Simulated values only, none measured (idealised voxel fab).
The process module presented herein is designated voxel fin reveal.
FYI the section here is cut, 275 nm wide, cells are 5 nm squares.
Square cells in a grid make up a cross-section in this document, and the grid is given as bands, listed from the top down, each one or more rows of cells. Heights first: top, then bottom, in nm. Then materials, left to right, each with a width in nm. "throughout" on a single material: fills the band edge to edge. "blank": empty space. The level at which height equals 0 is the one under which the wafer, as it arrives, is entirely one material. No lower edge exists for the bottom band, which continues downward and is notated as in "0..down". Width: "30 to 40" (first number = top row, second number = bottom row, same change from row to row of cells). "remained the same", as given for a step, is the statement that not any cell of the cross-section underwent a change during that step. "Closed void catalog" specifies each empty space that is not open to the top and that occupies no fewer than 8 cells, using the form width x height at distance, the distance measured from the left edge and all three quantities in nm. Step line, after settings: the simulator's comment on this step. overlay nm: how far to the right of its planned place the mask lay on this masked step (negative: to the left).

SO HERE'S THE LINEUP OF PROCESS STEPS WE PLANNED
1,RECEIVE (material Si)
2,CONFORMAL_DEP (material SiN; thk nm 5)
3,MASKED_ETCH (tone cover; mask id FINS; width nm 15; pitch nm 40; etch materials SiN; depth nm 5; overlay nm 0)
4,MASKED_ETCH (tone cover; mask id FINS; width nm 15; pitch nm 40; etch materials Si; depth nm 30; overlay nm 0)
5,FILL_DEP (material SiO2; thk nm 15)
6,CMP (height nm 5)
7,SELECTIVE_ETCH (etch materials SiO2; depth nm 25)
8,STRIP (etch materials SiN)
9,CONFORMAL_DEP (material SiO2; thk nm 5)

FIRST OF TWO WAFERS: RUN AS PLANNED

WAFER AS RECEIVED: CROSS-SECTION FOLLOWING STEP 1
0..down  Si throughout
Closed void catalog: none

STATE OF THE WAFER AFTER STEP 2, SHOWN IN CROSS-SECTION
5..0  SiN throughout
No changes below 0.

STATE OF THE WAFER AFTER STEP 3, SHOWN IN CROSS-SECTION
5..0  blank 110  SiN 15  blank 25  SiN 15  blank 110
No changes below 0.

STATE OF THE WAFER AFTER STEP 4, SHOWN IN CROSS-SECTION
5..0  blank 110  SiN 15  blank 25  SiN 15  blank 110
0..-30  blank 110  Si 15  blank 25  Si 15  blank 110
No changes below -30.

STATE OF THE WAFER AFTER STEP 5, SHOWN IN CROSS-SECTION
20..5  SiO2 throughout
5..0  SiO2 110  SiN 15  SiO2 25  SiN 15  SiO2 110
0..-30  SiO2 110  Si 15  SiO2 25  Si 15  SiO2 110
No changes below -30.

STATE OF THE WAFER AFTER STEP 6, SHOWN IN CROSS-SECTION
5..0  SiO2 110  SiN 15  SiO2 25  SiN 15  SiO2 110
No changes below 0.

STATE OF THE WAFER AFTER STEP 7, SHOWN IN CROSS-SECTION
5..0  blank 110  SiN 15  blank 25  SiN 15  blank 110
0..-20  blank 110  Si 15  blank 25  Si 15  blank 110
No changes below -20.

STATE OF THE WAFER AFTER STEP 8, SHOWN IN CROSS-SECTION
0..-20  blank 110  Si 15  blank 25  Si 15  blank 110
No changes below -20.

STATE OF THE WAFER AFTER STEP 9, SHOWN IN CROSS-SECTION
5..0  blank 105  SiO2 25  blank 15  SiO2 25  blank 105
0..-15  blank 105  SiO2 5  Si 15  SiO2 5  blank 15  SiO2 5  Si 15  SiO2 5  blank 105
-15..-30  SiO2 110  Si 15  SiO2 25  Si 15  SiO2 110
No changes below -30.

SECOND WAFER, SAME STARTING CONDITIONS AND RECIPE AS THE FIRST, ONE MISTAKE IN EXECUTING IT, NOTHING DIFFERS FROM THE FIRST UP TO AND INCLUDING STEP 8

CROSS-SECTION OF THE SECOND WAFER AT THE TIME STEP 9 OF THE PLAN SHOULD HAVE ENDED
15..0  blank 95  SiO2 85  blank 95
0..-5  blank 95  SiO2 15  Si 15  SiO2 25  Si 15  SiO2 15  blank 95
-5..-30  SiO2 110  Si 15  SiO2 25  Si 15  SiO2 110
No changes below -30.
Deviation noted in wafer processing: planned and actual differ for step 9; actual: CONFORMAL_DEP (material SiO2; thk nm 15)
Final wafer comparison in cells, second versus first, more or fewer per material: SiO2: 138 more
